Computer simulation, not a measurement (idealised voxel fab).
This is a process module. Its name is voxel wiring stack.
Shown is cross-section cut, with a width of 220 nm and square cells of size 5 nm.
Cross-section, as written here: a square-cell grid given band by band from the top down, where a band holds one or more rows of cells. Band: top and bottom heights (nm) first, top before bottom; then materials from left to right, widths in nm. "throughout" marks a sole material filling the band edge to edge. "blank" denotes empty space. Convention: height 0 is the level below which the wafer, as received, is all one material. The lowest band does not terminate at the bottom but continues downward, represented as "0 nm and below". Top row gets the first number, bottom row gets the second, and each row in between changes by the same step: that is how a band width like "30 to 40" works. Where the words "changes: none" appear for a step, the cross-section shows no cell changed by that step; every cell remained as before. This entry, "Sealed voids", enumerates those empty regions of no fewer than 8 cells that possess no open connection to the top. Each region is reported in the form width x height at distance, the distance being taken from the left edge, with all three quantities expressed in nm. On a step's line, text after the settings is the simulator commenting on that step. overlay nm: how far to the right of its planned place the mask lay on this masked step (negative: to the left).

SO HERE'S THE LINEUP OF PROCESS STEPS WE PLANNED
1,op RECEIVE | material Si
2,op CONFORMAL_DEP | material SiO2 | thk nm 15
3,op CONFORMAL_DEP | material SiN | thk nm 5
4,op DIRECTIONAL_DEP | material SiO2 | thk nm 15
5,op DIRECTIONAL_DEP | material aC | thk nm 15
6,op PATTERN | tone open | mask id METAL_1 | material resist | width nm 30 | pitch nm 45 | thk nm 30 | overlay nm 0
7,op DIRECTIONAL_ETCH | etch materials aC | depth nm 15
8,op STRIP | etch materials resist
9,op DIRECTIONAL_ETCH | etch materials SiO2 | depth nm 15
10,op DIRECTIONAL_ETCH | etch materials SiN | depth nm 5
11,op STRIP | etch materials aC
12,op CONFORMAL_DEP | material TiN | thk nm 5
13,op FILL_DEP | material Cu | thk nm 5
14,op CMP | height nm 35
15,op EPI | material Ru | thk nm 5
16,op FILL_DEP | material SiCN | thk nm 5
17,op DIRECTIONAL_DEP | material SiO2 | thk nm 30
18,op DIRECTIONAL_DEP | material aC | thk nm 10
19,op PATTERN | tone open | mask id METAL_2 | material resist | width nm 30 | pitch nm 45 | thk nm 25 | overlay nm 0
20,op DIRECTIONAL_ETCH | etch materials aC | depth nm 10
21,op STRIP | etch materials resist
22,op DIRECTIONAL_ETCH | etch materials SiO2 | depth nm 20
23,op STRIP | etch materials aC
24,op DIRECTIONAL_DEP | material aC | thk nm 10
25,op PATTERN | tone open | mask id METAL_2_HOLES | material resist | width nm 15 | pitch nm 45 | thk nm 30 | overlay nm 0
26,op DIRECTIONAL_ETCH | etch materials aC | depth nm 10
27,op STRIP | etch materials resist
28,op DIRECTIONAL_ETCH | etch materials SiO2 | depth nm 10
29,op DIRECTIONAL_ETCH | etch materials SiCN | depth nm 5
30,op STRIP | etch materials aC
31,op CONFORMAL_DEP | material TiN | thk nm 5
32,op FILL_DEP | material Cu | thk nm 5
33,op CMP | height nm 75
34,op CONFORMAL_DEP | material SiCN | thk nm 5
35,op DIRECTIONAL_DEP | material lowk | thk nm 30
36,op DIRECTIONAL_DEP | material aC | thk nm 10
37,op PATTERN | tone open | mask id METAL_3_HOLES | material resist | width nm 15 | pitch nm 90 | thk nm 25 | overlay nm 0
38,op DIRECTIONAL_ETCH | etch materials aC | depth nm 10
39,op STRIP | etch materials resist
40,op DIRECTIONAL_ETCH | etch materials lowk | depth nm 30
41,op STRIP | etch materials aC
42,op PATTERN | tone open | mask id METAL_3 | material resist | width nm 30 | pitch nm 45 | thk nm 20 | overlay nm 0
43,op DIRECTIONAL_ETCH | etch materials lowk | depth nm 20
44,op DIRECTIONAL_ETCH | etch materials SiCN | depth nm 5
45,op STRIP | etch materials resist
46,op CONFORMAL_DEP | material TiN | thk nm 5
47,op FILL_DEP | material Ru | thk nm 5
48,op CMP | height nm 110
49,op CONFORMAL_DEP | material SiCN | thk nm 5
50,op DIRECTIONAL_DEP | material lowk | thk nm 15
51,op DIRECTIONAL_DEP | material aC | thk nm 15
52,op PATTERN | tone open | mask id PLUG_3 | material resist | width nm 15 | pitch nm 45 | thk nm 30 | overlay nm 0
53,op DIRECTIONAL_ETCH | etch materials aC | depth nm 15
54,op STRIP | etch materials resist
55,op DIRECTIONAL_ETCH | etch materials lowk | depth nm 15
56,op DIRECTIONAL_ETCH | etch materials SiCN | depth nm 5
57,op STRIP | etch materials aC
58,op CONFORMAL_DEP | material TiN | thk nm 5
59,op FILL_DEP | material W | thk nm 5
60,op CMP | height nm 130
61,op DIRECTIONAL_DEP | material TiN | thk nm 5
62,op DIRECTIONAL_DEP | material W | thk nm 25
63,op PATTERN | tone cover | mask id METAL_4 | material resist | width nm 30 | pitch nm 45 | thk nm 15 | overlay nm 0
64,op DIRECTIONAL_ETCH | etch materials W | depth nm 25
65,op DIRECTIONAL_ETCH | etch materials TiN | depth nm 5
66,op STRIP | etch materials resist
67,op FILL_DEP | material SiO2 | thk nm 10
68,op CMP | height nm 160
69,op CONFORMAL_DEP | material SiN | thk nm 5

SO THIS IS THE INCOMING WAFER IN CROSS-SECTION - IT'S ALREADY BEEN THROUGH STEP 1
	0 nm and below: Si throughout
	Sealed voids: none

CROSS-SECTION, FIRST OF TWO WAFERS, END OF MODULE, RUN AS PLANNED
	165 nm to 160 nm: SiN throughout
	160 nm to 135 nm: SiO2=25 | W=30 | SiO2=15 | W=30 | SiO2=15 | W=30 | SiO2=15 | W=30 | SiO2=30
	135 nm to 130 nm: SiO2=25 | TiN=30 | SiO2=15 | TiN=30 | SiO2=15 | TiN=30 | SiO2=15 | TiN=30 | SiO2=30
	130 nm to 115 nm: lowk=25 | TiN=5 | W=5 | TiN=5 | lowk=30 | TiN=5 | W=5 | TiN=5 | lowk=30 | TiN=5 | W=5 | TiN=5 | lowk=30 | TiN=5 | W=5 | TiN=5 | lowk=45
	115 nm to 110 nm: SiCN=25 | TiN=15 | SiCN=30 | TiN=15 | SiCN=30 | TiN=15 | SiCN=30 | TiN=15 | SiCN=45
	110 nm to 95 nm: lowk=25 | TiN=5 | Ru=20 | TiN=5 | lowk=15 | TiN=5 | Ru=20 | TiN=5 | lowk=15 | TiN=5 | Ru=20 | TiN=5 | lowk=15 | TiN=5 | Ru=20 | TiN=5 | lowk=30
	95 nm to 90 nm: lowk=25 | TiN=5 | Ru=5 | TiN=20 | lowk=15 | TiN=30 | lowk=15 | TiN=5 | Ru=5 | TiN=20 | lowk=15 | TiN=30 | lowk=30
	90 nm to 80 nm: lowk=25 | TiN=5 | Ru=5 | TiN=5 | lowk=75 | TiN=5 | Ru=5 | TiN=5 | lowk=90
	80 nm to 75 nm: SiCN=25 | TiN=15 | SiCN=75 | TiN=15 | SiCN=90
	75 nm to 60 nm: SiO2=25 | TiN=5 | Cu=20 | TiN=5 | SiO2=15 | TiN=5 | Cu=20 | TiN=5 | SiO2=15 | TiN=5 | Cu=20 | TiN=5 | SiO2=15 | TiN=5 | Cu=20 | TiN=5 | SiO2=30
	60 nm to 55 nm: SiO2=25 | TiN=5 | Cu=5 | TiN=20 | SiO2=15 | TiN=5 | Cu=5 | TiN=20 | SiO2=15 | TiN=5 | Cu=5 | TiN=20 | SiO2=15 | TiN=5 | Cu=5 | TiN=20 | SiO2=30
	55 nm to 45 nm: SiO2=25 | TiN=5 | Cu=5 | TiN=5 | SiO2=30 | TiN=5 | Cu=5 | TiN=5 | SiO2=30 | TiN=5 | Cu=5 | TiN=5 | SiO2=30 | TiN=5 | Cu=5 | TiN=5 | SiO2=45
	45 nm to 40 nm: SiCN=25 | TiN=15 | SiCN=30 | TiN=15 | SiCN=30 | TiN=15 | SiCN=30 | TiN=15 | SiCN=45
	40 nm to 35 nm: SiCN=20 | Ru=40 | SiCN=5 | Ru=40 | SiCN=5 | Ru=40 | SiCN=5 | Ru=40 | SiCN=25
	35 nm to 20 nm: SiO2=25 | TiN=5 | Cu=20 | TiN=5 | SiO2=15 | TiN=5 | Cu=20 | TiN=5 | SiO2=15 | TiN=5 | Cu=20 | TiN=5 | SiO2=15 | TiN=5 | Cu=20 | TiN=5 | SiO2=30
	20 nm to 15 nm: SiN=25 | TiN=30 | SiN=15 | TiN=30 | SiN=15 | TiN=30 | SiN=15 | TiN=30 | SiN=30
	15 nm to 0 nm: SiO2 throughout
	0 nm and below: Si throughout
	Sealed voids: none

HERE IS THE SECOND OF THE TWO WAFERS CUT OPEN AT THE END OF THE MODULE - SAME START, SAME PLAN AS THE FIRST ONE, BUT WE MADE ONE MISTAKE RUNNING IT
	165 nm to 160 nm: SiN throughout
	160 nm to 135 nm: SiO2=25 | W=30 | SiO2=15 | W=30 | SiO2=15 | W=30 | SiO2=15 | W=30 | SiO2=30
	135 nm to 130 nm: SiO2=25 | TiN=30 | SiO2=15 | TiN=30 | SiO2=15 | TiN=30 | SiO2=15 | TiN=30 | SiO2=30
	130 nm to 115 nm: lowk=25 | TiN=5 | W=5 | TiN=5 | lowk=30 | TiN=5 | W=5 | TiN=5 | lowk=30 | TiN=5 | W=5 | TiN=5 | lowk=30 | TiN=5 | W=5 | TiN=5 | lowk=45
	115 nm to 110 nm: SiCN=25 | TiN=15 | SiCN=30 | TiN=15 | SiCN=30 | TiN=15 | SiCN=30 | TiN=15 | SiCN=45
	110 nm to 95 nm: lowk=25 | TiN=5 | Ru=25 | TiN=5 | lowk=15 | TiN=5 | Ru=20 | TiN=5 | lowk=10 | TiN=5 | Ru=25 | TiN=5 | lowk=15 | TiN=5 | Ru=20 | TiN=5 | lowk=25
	95 nm to 90 nm: lowk=25 | TiN=5 | Ru=5 | TiN=25 | lowk=15 | TiN=30 | lowk=10 | TiN=5 | Ru=5 | TiN=25 | lowk=15 | TiN=30 | lowk=25
	90 nm to 85 nm: lowk=25 | TiN=5 | Ru=5 | TiN=5 | lowk=75 | TiN=5 | Ru=5 | TiN=5 | lowk=90
	85 nm to 80 nm: lowk=25 | TiN=15 | lowk=75 | TiN=15 | lowk=90
	80 nm to 75 nm: SiCN=30 | TiN=10 | SiCN=80 | TiN=10 | SiCN=90
	75 nm to 60 nm: SiO2=25 | TiN=5 | Cu=20 | TiN=5 | SiO2=15 | TiN=5 | Cu=20 | TiN=5 | SiO2=15 | TiN=5 | Cu=20 | TiN=5 | SiO2=15 | TiN=5 | Cu=20 | TiN=5 | SiO2=30
	60 nm to 55 nm: SiO2=25 | TiN=5 | Cu=5 | TiN=20 | SiO2=15 | TiN=5 | Cu=5 | TiN=20 | SiO2=15 | TiN=5 | Cu=5 | TiN=20 | SiO2=15 | TiN=5 | Cu=5 | TiN=20 | SiO2=30
	55 nm to 45 nm: SiO2=25 | TiN=5 | Cu=5 | TiN=5 | SiO2=30 | TiN=5 | Cu=5 | TiN=5 | SiO2=30 | TiN=5 | Cu=5 | TiN=5 | SiO2=30 | TiN=5 | Cu=5 | TiN=5 | SiO2=45
	45 nm to 40 nm: SiCN=25 | TiN=15 | SiCN=30 | TiN=15 | SiCN=30 | TiN=15 | SiCN=30 | TiN=15 | SiCN=45
	40 nm to 35 nm: SiCN=20 | Ru=40 | SiCN=5 | Ru=40 | SiCN=5 | Ru=40 | SiCN=5 | Ru=40 | SiCN=25
	35 nm to 20 nm: SiO2=25 | TiN=5 | Cu=20 | TiN=5 | SiO2=15 | TiN=5 | Cu=20 | TiN=5 | SiO2=15 | TiN=5 | Cu=20 | TiN=5 | SiO2=15 | TiN=5 | Cu=20 | TiN=5 | SiO2=30
	20 nm to 15 nm: SiN=25 | TiN=30 | SiN=15 | TiN=30 | SiN=15 | TiN=30 | SiN=15 | TiN=30 | SiN=30
	15 nm to 0 nm: SiO2 throughout
	0 nm and below: Si throughout
	Sealed voids: none
The mistake made against the process plan was this: step 42 was processed under conditions differing from the plan, specifically as op PATTERN | tone open | mask id METAL_3 | material resist | width nm 30 | pitch nm 45 | thk nm 20 | overlay nm 5
Wrapping up, a cell-based count of both wafers puts the second over or under the first for these materials: Ru: 4 more, SiCN: 2 more, TiN: 2 more, lowk: 8 fewer
